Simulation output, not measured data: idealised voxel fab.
The following is a process module called voxel lift off.
It is cross-section cut that appears here, measuring 190 nm in width, its square cells being 5 nm in size.
Just so we're on the same page, the cross-sections are grids of square cells, and they're listed out in bands top to bottom, each band one or more rows deep. What a band's entry tells you: where the top is and where the bottom is, as heights in nm, and after that what lies inside, material by material from left to right, each with its width in nm. Empty space is written as the word "empty", and a single material marked with the word "full width" occupies the band from edge to edge. Counting heights begins at 0, where everything beneath is, in the wafer as received, one material. The lowest band has no bottom; it goes on downwards, as "top 0, no bottom" shows. Width "30->40": first value at the band's top row of cells, second value at its bottom row, equal change from row to row. The designation "all unchanged", where it is given for a processing step, indicates that no cell of the cross-section was altered in the course of that step. Empty spaces counting at least 8 cells and having no open way to the top are listed in "Closed void register". The notation width x height at distance is used for each, the distance being from the left edge and all three values in nm. Where a step's line continues beyond its settings, the continuation is a remark by the simulator itself on that step. You can add "overlay nm" to a step's line. For a step with a mask, it describes how far the mask lay to the right of its planned position, and a negative number describes a lay to the left.

The steps planned for the process are as follows:
step 1: RECEIVE, material Si
step 2: CONFORMAL_DEP, material Al2O3, thk nm 15
step 3: PATTERN, tone open, mask id LINES, material resist, width nm 20, pitch nm 45, thk nm 30, overlay nm 0
step 4: DIRECTIONAL_DEP, material Ru, thk nm 15
step 5: STRIP, etch materials resist
step 6: CONFORMAL_DEP, material SiCN, thk nm 10

First of two wafers: run as planned:

Cross-section, incoming material, after step 1:
    top 0, no bottom: Si full width
    Closed void register: none

Step 2 complete: cross-section through the wafer:
    top 15, bottom 0: Al2O3 full width
    At heights below 0, the structure remains unaltered.

Step 3 complete: cross-section through the wafer:
    top 45, bottom 15: resist 15  empty 20  resist 25  empty 20  resist 25  empty 20  resist 25  empty 20  resist 20
    At heights below 15, the structure remains unaltered.

Step 4 complete: cross-section through the wafer:
    top 60, bottom 45: Ru 15  empty 20  Ru 25  empty 20  Ru 25  empty 20  Ru 25  empty 20  Ru 20
    top 45, bottom 30: resist 15  empty 20  resist 25  empty 20  resist 25  empty 20  resist 25  empty 20  resist 20
    top 30, bottom 15: resist 15  Ru 20  resist 25  Ru 20  resist 25  Ru 20  resist 25  Ru 20  resist 20
    At heights below 15, the structure remains unaltered.

Step 5 complete: cross-section through the wafer:
    top 30, bottom 15: empty 15  Ru 20  empty 25  Ru 20  empty 25  Ru 20  empty 25  Ru 20  empty 20
    At heights below 15, the structure remains unaltered.

Step 6 complete: cross-section through the wafer:
    top 40, bottom 30: empty 5  SiCN 40  empty 5  SiCN 40  empty 5  SiCN 40  empty 5  SiCN 40  empty 10
    top 30, bottom 25: empty 5  SiCN 10  Ru 20  SiCN 10  empty 5  SiCN 10  Ru 20  SiCN 10  empty 5  SiCN 10  Ru 20  SiCN 10  empty 5  SiCN 10  Ru 20  SiCN 10  empty 10
    top 25, bottom 15: SiCN 15  Ru 20  SiCN 25  Ru 20  SiCN 25  Ru 20  SiCN 25  Ru 20  SiCN 20
    At heights below 15, the structure remains unaltered.

Second wafer - shared start and plan with the first - one error in running - same as the first up to step 5 inclusive:

when step 6 should have ended: all unchanged
The plan and the run diverged here: step 6 of the plan was excluded from execution and never run
It is noted that, at the conclusion of processing, the second wafer exhibits a higher or lower cell count for certain materials relative to the first: SiCN: 124 fewer
